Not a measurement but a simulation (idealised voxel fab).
Process module name: voxel transistor to metal
Section shown: cut. Width: 145 nm. Cell size: 5 nm, square.
Cross-sections here: square-cell grids, written as top-down lists of bands, a band being one or more rows of cells.
In this notation a band is specified by the heights of its top and bottom, in that order and in nm, after which its materials appear from left to right, each paired with its width in nm. The word "full width" attached to a single material means that material fills the band from edge to edge; the word "blank" stands for empty space.
Ref level 0: as-received wafer is one material below here. Bottom band extends down with no lower bound ("0 down").
Width "30 to 40": first value at the band's top row of cells, second value at its bottom row, equal change from row to row.
When a step is marked "nothing altered", none of the cells in the cross-section changed during that step.
"Voids, sealed" enumerates empty spaces isolated from the top, with no open way to it, that contain at least 8 cells, giving each as width x height at distance from the left edge, all three in nm.
Text after the settings on a step's line: the simulator's own remark on that step.
overlay nm: right-of-plan distance of the mask on a masked step; negative values mean left-of-plan.

Planned process steps:
1: RECEIVE, material Si
2: OXIDIZE, depth nm 5
3: CONFORMAL_DEP, material SiN, thk nm 10
4: DIRECTIONAL_DEP, material aC, thk nm 10
5: PATTERN, tone cover, mask id ACTIVE, material resist, width nm 105, thk nm 30, overlay nm 0
6: DIRECTIONAL_ETCH, etch materials aC, depth nm 10
7: STRIP, etch materials resist
8: DIRECTIONAL_ETCH, etch materials SiN, depth nm 10
9: DIRECTIONAL_ETCH, etch materials SiO2, depth nm 5
10: DIRECTIONAL_ETCH, etch materials Si, depth nm 15
11: STRIP, etch materials aC
12: FILL_DEP, material SiO2, thk nm 5
13: CMP, height nm 10
14: SELECTIVE_ETCH, etch materials SiO2, depth nm 10
15: STRIP, etch materials SiN
16: SELECTIVE_ETCH, etch materials SiO2, depth nm 5
17: OXIDIZE, depth nm 5
18: DIRECTIONAL_DEP, material polySi, thk nm 30
19: DIRECTIONAL_DEP, material SiCN, thk nm 10
20: DIRECTIONAL_DEP, material aC, thk nm 15
21: PATTERN, tone cover, mask id GATE, material resist, width nm 35, thk nm 30, overlay nm 0
22: DIRECTIONAL_ETCH, etch materials aC, depth nm 15
23: STRIP, etch materials resist
24: DIRECTIONAL_ETCH, etch materials SiCN, depth nm 20
25: DIRECTIONAL_ETCH, etch materials polySi, depth nm 40
26: STRIP, etch materials aC
27: CONFORMAL_DEP, material SiN, thk nm 5
28: DIRECTIONAL_ETCH, etch materials SiN, depth nm 5
29: DIRECTIONAL_ETCH, etch materials SiO2, depth nm 5
30: DIRECTIONAL_ETCH, etch materials Si, depth nm 5
31: EPI, material SiGe, thk nm 5
32: FILL_DEP, material SiO2, thk nm 10
33: CMP, height nm 25
34: STRIP, etch materials polySi
35: SELECTIVE_ETCH, etch materials SiO2, depth nm 5
36: CONFORMAL_DEP, material HfO2, thk nm 5
37: CONFORMAL_DEP, material TiN, thk nm 5
38: FILL_DEP, material W, thk nm 5
39: CMP, height nm 20
40: DIRECTIONAL_DEP, material SiO2, thk nm 15
41: DIRECTIONAL_DEP, material aC, thk nm 10
42: PATTERN, tone open, mask id CONTACT, material resist, width nm 15, pitch nm 80, thk nm 30, overlay nm 0
43: DIRECTIONAL_ETCH, etch materials aC, depth nm 10
44: STRIP, etch materials resist
45: DIRECTIONAL_ETCH, etch materials SiO2, depth nm 45
46: STRIP, etch materials aC
47: CONFORMAL_DEP, material TiN, thk nm 5
48: FILL_DEP, material Ru, thk nm 5
49: CMP, height nm 35
50: CONFORMAL_DEP, material SiCN, thk nm 5
51: DIRECTIONAL_DEP, material SiO2, thk nm 25
52: MASKED_ETCH, tone open, mask id METAL_1, width nm 15, pitch nm 80, etch materials SiO2, depth nm 25, overlay nm 0
53: MASKED_ETCH, tone open, mask id METAL_1, width nm 15, pitch nm 80, etch materials SiCN, depth nm 5, overlay nm 0
54: CONFORMAL_DEP, material TiN, thk nm 5
55: FILL_DEP, material Ru, thk nm 5
56: CMP, height nm 65
57: EPI, material Ru, thk nm 5
58: FILL_DEP, material SiCN, thk nm 5
Where the wafers of this document differ is in the depth nm of step 10; they start out the same, and the plan states the value that applied to the first wafer.

Step 1 complete: as-received cross-section of the first of several wafers:
  0 down: Si full width
  Voids, sealed: none

End-of-module cross-section, first of several wafers, after last step 58:
  75 to 70: SiCN full width
  70 to 65: 20 nm SiCN, then 25 nm Ru, then 55 nm SiCN, then 25 nm Ru, then 20 nm SiCN
  65 to 40: 25 nm SiO2, then 5 nm TiN, then 5 nm Ru, then 5 nm TiN, then 65 nm SiO2, then 5 nm TiN, then 5 nm Ru, then 5 nm TiN, then 25 nm SiO2
  40 to 35: 25 nm SiCN, then 15 nm TiN, then 65 nm SiCN, then 15 nm TiN, then 25 nm SiCN
  35 to 20: 25 nm SiO2, then 5 nm TiN, then 5 nm Ru, then 5 nm TiN, then 65 nm SiO2, then 5 nm TiN, then 5 nm Ru, then 5 nm TiN, then 25 nm SiO2
  20 to 0: 25 nm SiO2, then 5 nm TiN, then 5 nm Ru, then 5 nm TiN, then 10 nm SiO2, then 5 nm SiN, then 5 nm HfO2, then 5 nm TiN, then 15 nm W, then 5 nm TiN, then 5 nm HfO2, then 5 nm SiN, then 10 nm SiO2, then 5 nm TiN, then 5 nm Ru, then 5 nm TiN, then 25 nm SiO2
  0 to -5: 25 nm SiO2, then 5 nm TiN, then 5 nm Ru, then 5 nm TiN, then 10 nm SiO2, then 5 nm SiN, then 5 nm HfO2, then 25 nm TiN, then 5 nm HfO2, then 5 nm SiN, then 10 nm SiO2, then 5 nm TiN, then 5 nm Ru, then 5 nm TiN, then 25 nm SiO2
  -5 to -10: 25 nm SiO2, then 15 nm TiN, then 5 nm SiO2, then 5 nm SiGe, then 45 nm HfO2, then 5 nm SiGe, then 5 nm SiO2, then 15 nm TiN, then 25 nm SiO2
  -10 to -15: 20 nm SiO2, then 30 nm SiGe, then 45 nm Si, then 30 nm SiGe, then 20 nm SiO2
  -15 to -20: 20 nm SiO2, then 105 nm Si, then 20 nm SiO2
  -20 down: Si full width
  Voids, sealed: none

Last wafer at the end:
  75 to 70: SiCN full width
  70 to 65: 20 nm SiCN, then 25 nm Ru, then 55 nm SiCN, then 25 nm Ru, then 20 nm SiCN
  65 to 40: 25 nm SiO2, then 5 nm TiN, then 5 nm Ru, then 5 nm TiN, then 65 nm SiO2, then 5 nm TiN, then 5 nm Ru, then 5 nm TiN, then 25 nm SiO2
  40 to 35: 25 nm SiCN, then 15 nm TiN, then 65 nm SiCN, then 15 nm TiN, then 25 nm SiCN
  35 to 20: 25 nm SiO2, then 5 nm TiN, then 5 nm Ru, then 5 nm TiN, then 65 nm SiO2, then 5 nm TiN, then 5 nm Ru, then 5 nm TiN, then 25 nm SiO2
  20 to 0: 25 nm SiO2, then 5 nm TiN, then 5 nm Ru, then 5 nm TiN, then 10 nm SiO2, then 5 nm SiN, then 5 nm HfO2, then 5 nm TiN, then 15 nm W, then 5 nm TiN, then 5 nm HfO2, then 5 nm SiN, then 10 nm SiO2, then 5 nm TiN, then 5 nm Ru, then 5 nm TiN, then 25 nm SiO2
  0 to -5: 25 nm SiO2, then 5 nm TiN, then 5 nm Ru, then 5 nm TiN, then 10 nm SiO2, then 5 nm SiN, then 5 nm HfO2, then 25 nm TiN, then 5 nm HfO2, then 5 nm SiN, then 10 nm SiO2, then 5 nm TiN, then 5 nm Ru, then 5 nm TiN, then 25 nm SiO2
  -5 to -10: 25 nm SiO2, then 15 nm TiN, then 5 nm SiO2, then 5 nm SiGe, then 45 nm HfO2, then 5 nm SiGe, then 5 nm SiO2, then 15 nm TiN, then 25 nm SiO2
  -10 to -15: 20 nm SiO2, then 30 nm SiGe, then 45 nm Si, then 30 nm SiGe, then 20 nm SiO2
  -15 to -45: 20 nm SiO2, then 105 nm Si, then 20 nm SiO2
  -45 down: Si full width
  Voids, sealed: none

Tabulated below, wafer by wafer, are the end-of-module results: for each material, the number of cells gained (+) or lost (-) relative to the as-received state, followed by the closed voids:
depth nm 15; +19 HfO2; +36 Ru; -86 Si; +71 SiCN; +14 SiGe; +10 SiN; +282 SiO2; +77 TiN; +12 W; Voids, sealed: none
depth nm 20; +19 HfO2; +36 Ru; -94 Si; +71 SiCN; +14 SiGe; +10 SiN; +290 SiO2; +77 TiN; +12 W; Voids, sealed: none
depth nm 25; +19 HfO2; +36 Ru; -102 Si; +71 SiCN; +14 SiGe; +10 SiN; +298 SiO2; +77 TiN; +12 W; Voids, sealed: none
depth nm 30; +19 HfO2; +36 Ru; -110 Si; +71 SiCN; +14 SiGe; +10 SiN; +306 SiO2; +77 TiN; +12 W; Voids, sealed: none
depth nm 35; +19 HfO2; +36 Ru; -118 Si; +71 SiCN; +14 SiGe; +10 SiN; +314 SiO2; +77 TiN; +12 W; Voids, sealed: none
depth nm 40; +19 HfO2; +36 Ru; -126 Si; +71 SiCN; +14 SiGe; +10 SiN; +322 SiO2; +77 TiN; +12 W; Voids, sealed: none
